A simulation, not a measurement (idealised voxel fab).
process module | voxel released beams
cross-section cut | 275 nm wide | cells 5 nm
A cross-section is a grid of square cells, given in bands from the top down. A band is one or more rows of cells.
Each band's line starts with the height of the band's top and of its bottom, in nm. Then come its materials from left to right, each with its width in nm. One material with "throughout" fills the band from edge to edge. "air" is empty space.
Height 0 is the level under which the wafer as received is all one material. The lowest band goes on downwards, as in "0 down".
A width such as "30 to 40" changes by the same amount from each row of cells to the next, from the band's top row to its bottom row.
"no change" after a step means that no cell of the cross-section changed.
closed voids: empty space of 8 cells or more with no open way to the top, each as width x height at its distance from the left edge, in nm
after a step's settings: what the simulator itself notes on the step
overlay nm, on a step with a mask: how far to the right of its planned place the mask lay; to the left if negative
plan
1 op RECEIVE | material Si
2 op CONFORMAL_DEP | material SiN | thk nm 10
3 op DIRECTIONAL_DEP | material SiO2 | thk nm 20
4 op DIRECTIONAL_DEP | material aC | thk nm 15
5 op PATTERN | tone open | mask id ANCHOR | material resist | width nm 30 | thk nm 35 | overlay nm 0
6 op DIRECTIONAL_ETCH | etch materials aC | depth nm 15
7 op STRIP | etch materials resist
8 op DIRECTIONAL_ETCH | etch materials SiO2 | depth nm 20
9 op STRIP | etch materials aC
10 op CONFORMAL_DEP | material TiN | thk nm 10
11 op PATTERN | tone cover | mask id BEAM | material resist | width nm 75 | thk nm 15 | overlay nm 0
12 op DIRECTIONAL_ETCH | etch materials TiN | depth nm 10
13 op STRIP | etch materials resist
14 op STRIP | etch materials SiO2
first wafer, as planned
as received, after step 1
  0 down: Si throughout
  closed voids: none
after step 2
  10 to 0: SiN throughout
  below 0: unchanged
after step 3
  30 to 10: SiO2 throughout
  below 10: unchanged
after step 4
  45 to 30: aC throughout
  below 30: unchanged
after step 5
  80 to 45: resist 100 | air 30 | resist 145
  below 45: unchanged
after step 6
  65 to 45: resist 100 | air 30 | resist 145
  45 to 30: aC 100 | air 30 | aC 145
  below 30: unchanged
after step 7
  45 to 30: aC 100 | air 30 | aC 145
  below 30: unchanged
after step 8
  45 to 30: aC 100 | air 30 | aC 145
  30 to 10: SiO2 100 | air 30 | SiO2 145
  below 10: unchanged
after step 9
  30 to 10: SiO2 100 | air 30 | SiO2 145
  below 10: unchanged
after step 10
  40 to 30: TiN 110 | air 10 | TiN 155
  30 to 20: SiO2 100 | TiN 10 | air 10 | TiN 10 | SiO2 145
  20 to 10: SiO2 100 | TiN 30 | SiO2 145
  below 10: unchanged
after step 11
  55 to 40: air 95 | resist 75 | air 105
  40 to 30: TiN 110 | resist 10 | TiN 155
  30 to 20: SiO2 100 | TiN 10 | resist 10 | TiN 10 | SiO2 145
  below 20: unchanged
after step 12
  55 to 40: air 95 | resist 75 | air 105
  40 to 30: air 95 | TiN 15 | resist 10 | TiN 50 | air 105
  below 30: unchanged
after step 13
  40 to 30: air 95 | TiN 15 | air 10 | TiN 50 | air 105
  30 to 20: SiO2 100 | TiN 10 | air 10 | TiN 10 | SiO2 145
  below 20: unchanged
after step 14
  40 to 30: air 95 | TiN 15 | air 10 | TiN 50 | air 105
  30 to 20: air 100 | TiN 10 | air 10 | TiN 10 | air 145
  20 to 10: air 100 | TiN 30 | air 145
  below 10: unchanged
second wafer: like start, like plan, one mistake. Through step 2 it matches the first wafer
when step 3 should have ended
  30 to 0: SiN throughout
  below 0: unchanged
when step 4 should have ended
  45 to 30: aC throughout
  below 30: unchanged
when step 5 should have ended
  80 to 45: resist 100 | air 30 | resist 145
  below 45: unchanged
when step 6 should have ended
  65 to 45: resist 100 | air 30 | resist 145
  45 to 30: aC 100 | air 30 | aC 145
  below 30: unchanged
when step 7 should have ended
  45 to 30: aC 100 | air 30 | aC 145
  below 30: unchanged
when step 8 should have ended: no change
when step 9 should have ended
  30 to 0: SiN throughout
  below 0: unchanged
when step 10 should have ended
  40 to 30: TiN throughout
  below 30: unchanged
when step 11 should have ended
  55 to 40: air 95 | resist 75 | air 105
  below 40: unchanged
when step 12 should have ended
  55 to 40: air 95 | resist 75 | air 105
  40 to 30: air 95 | TiN 75 | air 105
  below 30: unchanged
when step 13 should have ended
  40 to 30: air 95 | TiN 75 | air 105
  below 30: unchanged
when step 14 should have ended: no change
what went wrong: step 3 ran as: op DIRECTIONAL_DEP | material SiN | thk nm 20
at the end the second wafer has, in cells: 220 more of SiN | 16 fewer of TiN
